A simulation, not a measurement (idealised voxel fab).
voxel released beams: a process module
Displayed cross-section: cut, width of 185 nm, square cells sized 5 nm.
This document writes a cross-section as a grid whose cells are square, and gives it as bands, listed from the top down; one or more rows of cells form a band.
Band: top height; bottom height; in nm. Then, left to right: material with width in nm, for each material. "all across": a single material spanning edge to edge. "air": empty space.
Ref level 0: as-received wafer is one material below here. Bottom band extends down with no lower bound ("z 0 and below").
Read "30->40" as a graded width: first number on top, second number at the bottom, same change between each pair of neighbouring rows.
For the purposes of this document, the phrase "remains unaltered" attached to a step denotes that no cell within the cross-section was modified by that step.
Closed-off voids of 8+ cells (no open route to the top) go in "Closed void roster", written width x height at distance from the left edge, in nm.
On a step's line, text after the settings is the simulator commenting on that step.
overlay nm: mask right of planned place by this much (step with mask). Neg. = left.

### Set out below are the planned steps of the process
| 1 | RECEIVE | material Si |
| 2 | CONFORMAL_DEP | material Al2O3 | thk nm 10 |
| 3 | DIRECTIONAL_DEP | material SiO2 | thk nm 15 |
| 4 | DIRECTIONAL_DEP | material aC | thk nm 15 |
| 5 | PATTERN | tone open | mask id ANCHOR | material resist | width nm 40 | thk nm 35 | overlay nm 0 |
| 6 | DIRECTIONAL_ETCH | etch materials aC | depth nm 15 |
| 7 | STRIP | etch materials resist |
| 8 | DIRECTIONAL_ETCH | etch materials SiO2 | depth nm 15 |
| 9 | STRIP | etch materials aC |
| 10 | CONFORMAL_DEP | material W | thk nm 15 |
| 11 | MASKED_ETCH | tone cover | mask id BEAM | width nm 105 | etch materials W | depth nm 15 | overlay nm 0 |
| 12 | STRIP | etch materials SiO2 |

### First of two wafers: run as planned

### as received, after step 1
z 0 and below: Si all across
Closed void roster: none

### Cross-section: wafer state after step 2
z 10 to 0: Al2O3 all across
Heights below 0 show no change.

### Cross-section: wafer state after step 3
z 25 to 10: SiO2 all across
Heights below 10 show no change.

### Cross-section: wafer state after step 4
z 40 to 25: aC all across
Heights below 25 show no change.

### Cross-section: wafer state after step 5
z 75 to 40: resist: 40  air: 40  resist: 105
Heights below 40 show no change.

### Cross-section: wafer state after step 6
z 60 to 40: resist: 40  air: 40  resist: 105
z 40 to 25: aC: 40  air: 40  aC: 105
Heights below 25 show no change.

### Cross-section: wafer state after step 7
z 40 to 25: aC: 40  air: 40  aC: 105
Heights below 25 show no change.

### Cross-section: wafer state after step 8
z 40 to 25: aC: 40  air: 40  aC: 105
z 25 to 10: SiO2: 40  air: 40  SiO2: 105
Heights below 10 show no change.

### Cross-section: wafer state after step 9
z 25 to 10: SiO2: 40  air: 40  SiO2: 105
Heights below 10 show no change.

### Cross-section: wafer state after step 10
z 40 to 25: W: 55  air: 10  W: 120
z 25 to 10: SiO2: 40  W: 40  SiO2: 105
Heights below 10 show no change.

### Cross-section: wafer state after step 11
z 40 to 25: air: 35  W: 20  air: 10  W: 75  air: 45
Heights below 25 show no change.

### Cross-section: wafer state after step 12
z 40 to 25: air: 35  W: 20  air: 10  W: 75  air: 45
z 25 to 10: air: 40  W: 40  air: 105
Heights below 10 show no change.

### Wafer two of two - same starting point, same process plan, one mistake in execution; matches wafer one up to and including step 4

### Planned end of step 5: second wafer, cross-section
z 75 to 40: resist: 45  air: 30  resist: 110
Heights below 40 show no change.

### Planned end of step 6: second wafer, cross-section
z 60 to 40: resist: 45  air: 30  resist: 110
z 40 to 25: aC: 45  air: 30  aC: 110
Heights below 25 show no change.

### Planned end of step 7: second wafer, cross-section
z 40 to 25: aC: 45  air: 30  aC: 110
Heights below 25 show no change.

### Planned end of step 8: second wafer, cross-section
z 40 to 25: aC: 45  air: 30  aC: 110
z 25 to 10: SiO2: 45  air: 30  SiO2: 110
Heights below 10 show no change.

### Planned end of step 9: second wafer, cross-section
z 25 to 10: SiO2: 45  air: 30  SiO2: 110
Heights below 10 show no change.

### Planned end of step 10: second wafer, cross-section
z 40 to 25: W all across
z 25 to 10: SiO2: 45  W: 30  SiO2: 110
Heights below 10 show no change.

### Planned end of step 11: second wafer, cross-section
z 40 to 25: air: 35  W: 105  air: 45
Heights below 25 show no change.

### Planned end of step 12: second wafer, cross-section
z 40 to 25: air: 35  W: 105  air: 45
z 25 to 10: air: 45  W: 30  air: 110
Heights below 10 show no change.
It is concluded that the wafer was processed incorrectly with respect to the plan, in that step 5 ran as: PATTERN | tone open | mask id ANCHOR | material resist | width nm 30 | thk nm 35 | overlay nm 0
Cell counts per material: same on both final wafers. Positions: different.
